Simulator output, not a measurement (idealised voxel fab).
process module | voxel self aligned contacts
Square cell edge 5 nm, section width 210 nm, ID cut.
Format of a cross-section: grid, square cells. Given as bands. Order: top down. Band: one or more rows of cells.
Each band's line starts with the height of the band's top and of its bottom, in nm. Then come its materials from left to right, each with its width in nm. One material with "full width" fills the band from edge to edge. "blank" is empty space.
A quick word on heights: they are counted from 0, and under that level the wafer as it came to us is one material throughout. The lowest band is different from the rest in having no bottom; it simply continues downward, written as in "top 0, no bottom".
Width: "30->40" (first number = top row, second number = bottom row, same change from row to row of cells).
It should be understood that the words "nothing was modified", when stated for a given step, signify that the cross-section underwent no change in any of its cells during that step.
This entry, "Completely enclosed voids", enumerates those empty regions of no fewer than 8 cells that possess no open connection to the top. Each region is reported in the form width x height at distance, the distance being taken from the left edge, with all three quantities expressed in nm.
Heads up: the bit after the settings on a step's line is the simulator's remark on that step.
Among the settings permitted on a step's line is "overlay nm"; applied to a step with a mask, it specifies the extent to which the mask lay to the right of its planned position, whereas a negative figure signifies a position to the left.
**So here's the lineup of process steps we planned**
1,RECEIVE (material Si)
2,OXIDIZE (depth nm 5)
3,DIRECTIONAL_DEP (material polySi; thk nm 30)
4,DIRECTIONAL_DEP (material SiN; thk nm 20)
5,PATTERN (tone cover; mask id GATE; material resist; width nm 30; pitch nm 65; thk nm 20; overlay nm 0)
6,DIRECTIONAL_ETCH (etch materials SiN; depth nm 20)
7,DIRECTIONAL_ETCH (etch materials polySi; depth nm 30)
8,STRIP (etch materials resist)
9,CONFORMAL_DEP (material SiN; thk nm 10)
10,DIRECTIONAL_ETCH (etch materials SiN; depth nm 10)
11,FILL_DEP (material SiO2; thk nm 15)
12,CMP (height nm 55)
13,PATTERN (tone open; mask id CONTACT; material resist; width nm 45; pitch nm 65; thk nm 15; overlay nm 0)
14,DIRECTIONAL_ETCH (etch materials SiO2; depth nm 60)
15,STRIP (etch materials resist)
16,CONFORMAL_DEP (material TiN; thk nm 5)
17,FILL_DEP (material W; thk nm 5)
18,CMP (height nm 55)
19,CONFORMAL_DEP (material SiCN; thk nm 5)
Same starting wafers, different thk nm at step 16. Plan value belongs to the first wafer.
**Here's the first of the wafers in cross-section, just as we got it, i.e. after step 1**
top 0, no bottom  Si full width
Completely enclosed voids: none
**Per wafer (row), end of module: delta in cells per material since receipt, (+) for gained, (-) for lost; closed voids after that**
thk nm 5, -42 Si, +42 SiCN, +192 SiN, +120 SiO2, +62 TiN, +22 W, +108 polySi, Completely enclosed voids: none
thk nm 10, -42 Si, +42 SiCN, +192 SiN, +120 SiO2, +84 TiN, +108 polySi, Completely enclosed voids: none
thk nm 15, -42 Si, +42 SiCN, +192 SiN, +120 SiO2, +84 TiN, +108 polySi, Completely enclosed voids: none
thk nm 20, -42 Si, +42 SiCN, +192 SiN, +120 SiO2, +84 TiN, +108 polySi, Completely enclosed voids: none
